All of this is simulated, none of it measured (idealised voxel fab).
Proc. module: voxel wiring stack
It is cross-section cut that appears here, measuring 280 nm in width, its square cells being 5 nm in size.
Think of the cross-section as a grid of square cells. We describe it in bands, top to bottom, and each band covers one or more rows of those cells. Within each band entry, the heights of the top and of the bottom of the band appear first, in that order and in nm; the materials of the band then follow from left to right, each with its corresponding width in nm. The designation "throughout" on a single material indicates that it fills the band from edge to edge; the designation "air" indicates empty space. Convention: height 0 is the level below which the wafer, as received, is all one material. The lowest band does not terminate at the bottom but continues downward, represented as "0..down". The expression "30->40" gives the width at the extremes of the band, the first number at its top row of cells and the second at its bottom row, with the width changing by equal amounts from each row to the next in between. The cross-section has no changed cell in any step marked "same as before". "Closed internal voids": sealed empty spaces, 8 cells or more, no open way to top, listed width x height at distance, with distance from the left edge and width, height and distance in nm. Heads up: the bit after the settings on a step's line is the simulator's remark on that step. overlay nm: on a step with a mask, how far right of its planned place the mask lay; negative means left.
So here's the lineup of process steps we planned
step 1: RECEIVE [material Si]
step 2: CONFORMAL_DEP [material SiO2] [thk nm 10]
step 3: CONFORMAL_DEP [material SiN] [thk nm 5]
step 4: DIRECTIONAL_DEP [material lowk] [thk nm 25]
step 5: PATTERN [tone open] [mask id METAL_1] [material resist] [width nm 30] [pitch nm 60] [thk nm 15] [overlay nm 0]
step 6: DIRECTIONAL_ETCH [etch materials lowk] [depth nm 25]
step 7: DIRECTIONAL_ETCH [etch materials SiN] [depth nm 5]
step 8: STRIP [etch materials resist]
step 9: CONFORMAL_DEP [material TiN] [thk nm 5]
step 10: FILL_DEP [material W] [thk nm 5]
step 11: CMP [height nm 40]
step 12: CONFORMAL_DEP [material SiCN] [thk nm 5]
step 13: DIRECTIONAL_DEP [material lowk] [thk nm 20]
step 14: DIRECTIONAL_DEP [material aC] [thk nm 15]
step 15: PATTERN [tone open] [mask id PLUG_1] [material resist] [width nm 15] [pitch nm 120] [thk nm 30] [overlay nm 0]
step 16: DIRECTIONAL_ETCH [etch materials aC] [depth nm 15]
step 17: STRIP [etch materials resist]
step 18: DIRECTIONAL_ETCH [etch materials lowk] [depth nm 20]
step 19: DIRECTIONAL_ETCH [etch materials SiCN] [depth nm 5]
step 20: STRIP [etch materials aC]
step 21: EPI [material Ru] [thk nm 10]
step 22: EPI [material Ru] [thk nm 10]
step 23: EPI [material Ru] [thk nm 5]
step 24: CONFORMAL_DEP [material SiCN] [thk nm 5]
step 25: DIRECTIONAL_DEP [material lowk] [thk nm 25]
step 26: MASKED_ETCH [tone open] [mask id METAL_2] [width nm 30] [pitch nm 60] [etch materials lowk] [depth nm 25] [overlay nm 0]
step 27: MASKED_ETCH [tone open] [mask id METAL_2] [width nm 30] [pitch nm 60] [etch materials SiCN] [depth nm 5] [overlay nm 0]
step 28: CONFORMAL_DEP [material TiN] [thk nm 5]
step 29: FILL_DEP [material Cu] [thk nm 10]
step 30: CMP [height nm 95]
step 31: CONFORMAL_DEP [material SiCN] [thk nm 5]
step 32: DIRECTIONAL_DEP [material SiO2] [thk nm 35]
step 33: DIRECTIONAL_DEP [material aC] [thk nm 10]
step 34: PATTERN [tone open] [mask id METAL_3] [material resist] [width nm 30] [pitch nm 60] [thk nm 30] [overlay nm 0]
step 35: DIRECTIONAL_ETCH [etch materials aC] [depth nm 10]
step 36: STRIP [etch materials resist]
step 37: DIRECTIONAL_ETCH [etch materials SiO2] [depth nm 20]
step 38: STRIP [etch materials aC]
step 39: PATTERN [tone open] [mask id METAL_3_HOLES] [material resist] [width nm 15] [pitch nm 120] [thk nm 15] [overlay nm 0]
step 40: DIRECTIONAL_ETCH [etch materials SiO2] [depth nm 15]
step 41: DIRECTIONAL_ETCH [etch materials SiCN] [depth nm 5]
step 42: STRIP [etch materials resist]
step 43: CONFORMAL_DEP [material TiN] [thk nm 5]
step 44: FILL_DEP [material Cu] [thk nm 10]
step 45: CMP [height nm 135]
step 46: CONFORMAL_DEP [material SiN] [thk nm 5]
Delivered wafer in cross-section: state after step 1
  0..down | Si throughout
  Closed internal voids: none
End state of the module in cross-section, given the above starting point and plan and one mistake in execution
  140..135 | SiN throughout
  135..120 | SiO2 65 nm / TiN 5 nm / Cu 20 nm / TiN 5 nm / SiO2 30 nm / TiN 5 nm / Cu 20 nm / TiN 5 nm / SiO2 30 nm / TiN 5 nm / Cu 20 nm / TiN 5 nm / SiO2 65 nm
  120..115 | SiO2 65 nm / TiN 5 nm / Cu 5 nm / TiN 20 nm / SiO2 30 nm / TiN 30 nm / SiO2 30 nm / TiN 5 nm / Cu 5 nm / TiN 20 nm / SiO2 65 nm
  115..100 | SiO2 65 nm / TiN 5 nm / Cu 5 nm / TiN 5 nm / SiO2 105 nm / TiN 5 nm / Cu 5 nm / TiN 5 nm / SiO2 80 nm
  100..95 | SiCN 65 nm / TiN 15 nm / SiCN 105 nm / TiN 15 nm / SiCN 80 nm
  95..75 | lowk 65 nm / TiN 5 nm / Cu 20 nm / TiN 5 nm / lowk 30 nm / TiN 5 nm / Cu 20 nm / TiN 5 nm / lowk 30 nm / TiN 5 nm / Cu 20 nm / TiN 5 nm / lowk 65 nm
  75..70 | lowk 65 nm / TiN 30 nm / lowk 30 nm / TiN 30 nm / lowk 30 nm / TiN 30 nm / lowk 65 nm
  70..65 | W throughout
  65..45 | lowk 65 nm / Ru 15 nm / lowk 105 nm / Ru 15 nm / lowk 80 nm
  45..40 | SiCN 65 nm / Ru 15 nm / SiCN 105 nm / Ru 15 nm / SiCN 80 nm
  40..15 | lowk 65 nm / TiN 5 nm / W 20 nm / TiN 5 nm / lowk 30 nm / TiN 5 nm / W 20 nm / TiN 5 nm / lowk 30 nm / TiN 5 nm / W 20 nm / TiN 5 nm / lowk 65 nm
  15..10 | SiN 65 nm / TiN 30 nm / SiN 30 nm / TiN 30 nm / SiN 30 nm / TiN 30 nm / SiN 65 nm
  10..0 | SiO2 throughout
  0..down | Si throughout
  Closed internal voids: none
Finding, execution versus plan: heads up, step 24 didn't go per plan, it actually ran as CONFORMAL_DEP [material W] [thk nm 5]
